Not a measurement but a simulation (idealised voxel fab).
process module | voxel ribs on slabs
cross-section cut | 140 nm wide | cells 5 nm
A cross-section is a grid of square cells, given in bands from the top down. A band is one or more rows of cells.
Each band's line starts with the height of the band's top and of its bottom, in nm. Then come its materials from left to right, each with its width in nm. One material with "throughout" fills the band from edge to edge. "air" is empty space.
Height 0 is the level under which the wafer as received is all one material. The lowest band goes on downwards, as in "0 down".
A width such as "30 to 40" changes by the same amount from each row of cells to the next, from the band's top row to its bottom row.
"no change" after a step means that no cell of the cross-section changed.
closed voids: empty space of 8 cells or more with no open way to the top, each as width x height at its distance from the left edge, in nm
after a step's settings: what the simulator itself notes on the step
overlay nm, on a step with a mask: how far to the right of its planned place the mask lay; to the left if negative
plan
1 op RECEIVE | material Si
2 op DIRECTIONAL_DEP | material SiO2 | thk nm 20
3 op DIRECTIONAL_DEP | material polySi | thk nm 15
4 op MASKED_ETCH | tone cover | mask id RIB | width nm 15 | etch materials polySi | depth nm 10 | overlay nm 0
5 op MASKED_ETCH | tone cover | mask id SLAB | width nm 45 | etch materials polySi | depth nm 5 | overlay nm 0
6 op FILL_DEP | material SiO2 | thk nm 20
7 op CMP | height nm 50
8 op DIRECTIONAL_DEP | material W | thk nm 5
9 op DIRECTIONAL_DEP | material aC | thk nm 10
10 op PATTERN | tone cover | mask id HEATER | material resist | width nm 25 | thk nm 30 | overlay nm 0
11 op DIRECTIONAL_ETCH | etch materials aC | depth nm 10
12 op STRIP | etch materials resist
13 op DIRECTIONAL_ETCH | etch materials W | depth nm 5
14 op STRIP | etch materials aC
15 op CONFORMAL_DEP | material SiN | thk nm 5
first wafer, as planned
as received, after step 1
  0 down: Si throughout
  closed voids: none
after step 2
  20 to 0: SiO2 throughout
  below 0: unchanged
after step 3
  35 to 20: polySi throughout
  below 20: unchanged
after step 4
  35 to 25: air 60 | polySi 15 | air 65
  below 25: unchanged
after step 5
  35 to 25: air 60 | polySi 15 | air 65
  25 to 20: air 45 | polySi 45 | air 50
  below 20: unchanged
after step 6
  55 to 35: SiO2 throughout
  35 to 25: SiO2 60 | polySi 15 | SiO2 65
  25 to 20: SiO2 45 | polySi 45 | SiO2 50
  below 20: unchanged
after step 7
  50 to 35: SiO2 throughout
  below 35: unchanged
after step 8
  55 to 50: W throughout
  below 50: unchanged
after step 9
  65 to 55: aC throughout
  below 55: unchanged
after step 10
  95 to 65: air 55 | resist 25 | air 60
  below 65: unchanged
after step 11
  85 to 65: air 55 | resist 25 | air 60
  65 to 55: air 55 | aC 25 | air 60
  below 55: unchanged
after step 12
  65 to 55: air 55 | aC 25 | air 60
  below 55: unchanged
after step 13
  65 to 55: air 55 | aC 25 | air 60
  55 to 50: air 55 | W 25 | air 60
  below 50: unchanged
after step 14
  55 to 50: air 55 | W 25 | air 60
  below 50: unchanged
after step 15
  60 to 55: air 50 | SiN 35 | air 55
  55 to 50: SiN 55 | W 25 | SiN 60
  below 50: unchanged
second wafer: like start, like plan, one mistake. Through step 14 it matches the first wafer
when step 15 should have ended: no change
what went wrong: step 15 was left out
at the end the second wafer has, in cells: 30 fewer of SiN
